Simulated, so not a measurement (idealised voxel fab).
This is a process module. Its name is voxel wiring stack.
Each square cell in cross-section cut measures 5 nm, and the section as a whole is 250 nm wide.
A cross-section is a grid of square cells, given in bands from the top down. A band is one or more rows of cells.
First you get the band's top height and its bottom height, in nm, and then the materials it's made of, left to right, with each width in nm. If you see a single material with "everywhere", that one covers the band edge to edge. "air" is empty space.
Ref level 0: as-received wafer is one material below here. Bottom band extends down with no lower bound ("top 0, no bottom").
A width given as "30 to 40" starts at the first number in the band's top row and ends at the second number in its bottom row, shifting by an equal amount at every step from row to row.
Given "stayed the same" for a step, no cell of the cross-section differs between before and after that step.
"Entrapped void list" specifies each empty space that is not open to the top and that occupies no fewer than 8 cells, using the form width x height at distance, the distance measured from the left edge and all three quantities in nm.
On each step's line, the part that comes after the settings is the simulator's own comment on the step.
"overlay nm" on a masked step: distance the mask lay right of its planned place, negative for left.

Planned step list for the process:
1) op RECEIVE | material Si
2) op CONFORMAL_DEP | material SiO2 | thk nm 10
3) op CONFORMAL_DEP | material SiCN | thk nm 5
4) op DIRECTIONAL_DEP | material SiO2 | thk nm 15
5) op DIRECTIONAL_DEP | material aC | thk nm 10
6) op PATTERN | tone open | mask id METAL_1 | material resist | width nm 20 | pitch nm 35 | thk nm 25 | overlay nm 0
7) op DIRECTIONAL_ETCH | etch materials aC | depth nm 10
8) op STRIP | etch materials resist
9) op DIRECTIONAL_ETCH | etch materials SiO2 | depth nm 15
10) op DIRECTIONAL_ETCH | etch materials SiCN | depth nm 5
11) op STRIP | etch materials aC
12) op CONFORMAL_DEP | material TiN | thk nm 5
13) op FILL_DEP | material Cu | thk nm 10
14) op CMP | height nm 30
15) op EPI | material Ru | thk nm 5
16) op FILL_DEP | material SiCN | thk nm 5
17) op DIRECTIONAL_DEP | material SiO2 | thk nm 15
18) op DIRECTIONAL_DEP | material aC | thk nm 10
19) op PATTERN | tone open | mask id PLUG_1 | material resist | width nm 15 | pitch nm 70 | thk nm 25 | overlay nm 0
20) op DIRECTIONAL_ETCH | etch materials aC | depth nm 10
21) op STRIP | etch materials resist
22) op DIRECTIONAL_ETCH | etch materials SiO2 | depth nm 15
23) op DIRECTIONAL_ETCH | etch materials SiCN | depth nm 5
24) op STRIP | etch materials aC
25) op CONFORMAL_DEP | material TiN | thk nm 5
26) op FILL_DEP | material W | thk nm 5
27) op CMP | height nm 55
28) op DIRECTIONAL_DEP | material TiN | thk nm 5
29) op DIRECTIONAL_DEP | material W | thk nm 25
30) op MASKED_ETCH | tone cover | mask id METAL_2 | width nm 20 | pitch nm 35 | etch materials W | depth nm 25 | overlay nm 0
31) op MASKED_ETCH | tone cover | mask id METAL_2 | width nm 20 | pitch nm 35 | etch materials TiN | depth nm 5 | overlay nm 0
32) op CONFORMAL_DEP | material SiN | thk nm 5
33) op FILL_DEP | material SiO2 | thk nm 5
34) op CMP | height nm 85
35) op CONFORMAL_DEP | material SiCN | thk nm 5
36) op DIRECTIONAL_DEP | material lowk | thk nm 25
37) op DIRECTIONAL_DEP | material aC | thk nm 10
38) op PATTERN | tone open | mask id METAL_3 | material resist | width nm 20 | pitch nm 35 | thk nm 25 | overlay nm 0
39) op DIRECTIONAL_ETCH | etch materials aC | depth nm 10
40) op STRIP | etch materials resist
41) op DIRECTIONAL_ETCH | etch materials lowk | depth nm 15
42) op STRIP | etch materials aC
43) op PATTERN | tone open | mask id METAL_3_HOLES | material resist | width nm 15 | pitch nm 35 | thk nm 20 | overlay nm 0
44) op DIRECTIONAL_ETCH | etch materials lowk | depth nm 10
45) op DIRECTIONAL_ETCH | etch materials SiCN | depth nm 5
46) op STRIP | etch materials resist
47) op CONFORMAL_DEP | material TiN | thk nm 5
48) op FILL_DEP | material Cu | thk nm 10
49) op CMP | height nm 115
50) op CONFORMAL_DEP | material SiN | thk nm 5

Cross-section: wafer on arrival = after step 1:
	top 0, no bottom = Si everywhere
	Entrapped void list: none

Here's the cross-section of the first of our two wafers at the end of the module - it ran as planned:
	top 120, bottom 115 = SiN everywhere
	top 115, bottom 105 = lowk (80) | TiN (5) | Cu (10) | TiN (5) | lowk (15) | TiN (5) | Cu (10) | TiN (5) | lowk (15) | TiN (5) | Cu (10) | TiN (5) | lowk (80)
	top 105, bottom 100 = lowk (80) | TiN (5) | Cu (5) | TiN (10) | lowk (15) | TiN (5) | Cu (5) | TiN (10) | lowk (15) | TiN (5) | Cu (5) | TiN (10) | lowk (80)
	top 100, bottom 90 = lowk (80) | TiN (5) | Cu (5) | TiN (5) | lowk (20) | TiN (5) | Cu (5) | TiN (5) | lowk (20) | TiN (5) | Cu (5) | TiN (5) | lowk (85)
	top 90, bottom 85 = SiCN (80) | TiN (15) | SiCN (20) | TiN (15) | SiCN (20) | TiN (15) | SiCN (85)
	top 85, bottom 60 = SiO2 (75) | SiN (5) | W (20) | SiN (5) | SiO2 (5) | SiN (5) | W (20) | SiN (5) | SiO2 (5) | SiN (5) | W (20) | SiN (5) | SiO2 (75)
	top 60, bottom 55 = SiN (80) | TiN (20) | SiN (15) | TiN (20) | SiN (15) | TiN (20) | SiN (80)
	top 55, bottom 40 = SiO2 (80) | TiN (5) | W (5) | TiN (5) | SiO2 (55) | TiN (5) | W (5) | TiN (5) | SiO2 (85)
	top 40, bottom 35 = SiCN (80) | TiN (15) | SiCN (55) | TiN (15) | SiCN (85)
	top 35, bottom 30 = SiCN (75) | Ru (30) | SiCN (5) | Ru (30) | SiCN (5) | Ru (30) | SiCN (75)
	top 30, bottom 15 = SiO2 (80) | TiN (5) | Cu (10) | TiN (5) | SiO2 (15) | TiN (5) | Cu (10) | TiN (5) | SiO2 (15) | TiN (5) | Cu (10) | TiN (5) | SiO2 (80)
	top 15, bottom 10 = SiCN (80) | TiN (20) | SiCN (15) | TiN (20) | SiCN (15) | TiN (20) | SiCN (80)
	top 10, bottom 0 = SiO2 everywhere
	top 0, no bottom = Si everywhere
	Entrapped void list: none

Presented here is a cross-section of the second of the two wafers as it stood at the end of the module. It was started in the same manner and assigned the same plan as the first wafer; however, one mistake was made in its execution:
	top 120, bottom 115 = SiN everywhere
	top 115, bottom 105 = lowk (80) | TiN (5) | Cu (10) | TiN (5) | lowk (15) | TiN (5) | Cu (10) | TiN (5) | lowk (15) | TiN (5) | Cu (10) | TiN (5) | lowk (80)
	top 105, bottom 100 = lowk (80) | TiN (5) | Cu (5) | TiN (10) | lowk (15) | TiN (5) | Cu (5) | TiN (10) | lowk (15) | TiN (5) | Cu (5) | TiN (10) | lowk (80)
	top 100, bottom 90 = lowk (80) | TiN (5) | Cu (5) | TiN (5) | lowk (20) | TiN (5) | Cu (5) | TiN (5) | lowk (20) | TiN (5) | Cu (5) | TiN (5) | lowk (85)
	top 90, bottom 85 = SiCN (80) | TiN (15) | SiCN (20) | TiN (15) | SiCN (20) | TiN (15) | SiCN (85)
	top 85, bottom 80 = SiN (80) | TiN (20) | SiN (15) | TiN (20) | SiN (15) | TiN (20) | SiN (80)
	top 80, bottom 55 = W everywhere
	top 55, bottom 40 = SiO2 (80) | TiN (5) | W (5) | TiN (5) | SiO2 (55) | TiN (5) | W (5) | TiN (5) | SiO2 (85)
	top 40, bottom 35 = SiCN (80) | TiN (15) | SiCN (55) | TiN (15) | SiCN (85)
	top 35, bottom 30 = SiCN (75) | Ru (30) | SiCN (5) | Ru (30) | SiCN (5) | Ru (30) | SiCN (75)
	top 30, bottom 15 = SiO2 (80) | TiN (5) | Cu (10) | TiN (5) | SiO2 (15) | TiN (5) | Cu (10) | TiN (5) | SiO2 (15) | TiN (5) | Cu (10) | TiN (5) | SiO2 (80)
	top 15, bottom 10 = SiCN (80) | TiN (20) | SiCN (15) | TiN (20) | SiCN (15) | TiN (20) | SiCN (80)
	top 10, bottom 0 = SiO2 everywhere
	top 0, no bottom = Si everywhere
	Entrapped void list: none
Run error: plan steps 28 and 29 run swapped
Heads up, by the end the second wafer has more or fewer cells of some materials compared to the first: SiN -30; SiO2 -160; W +190
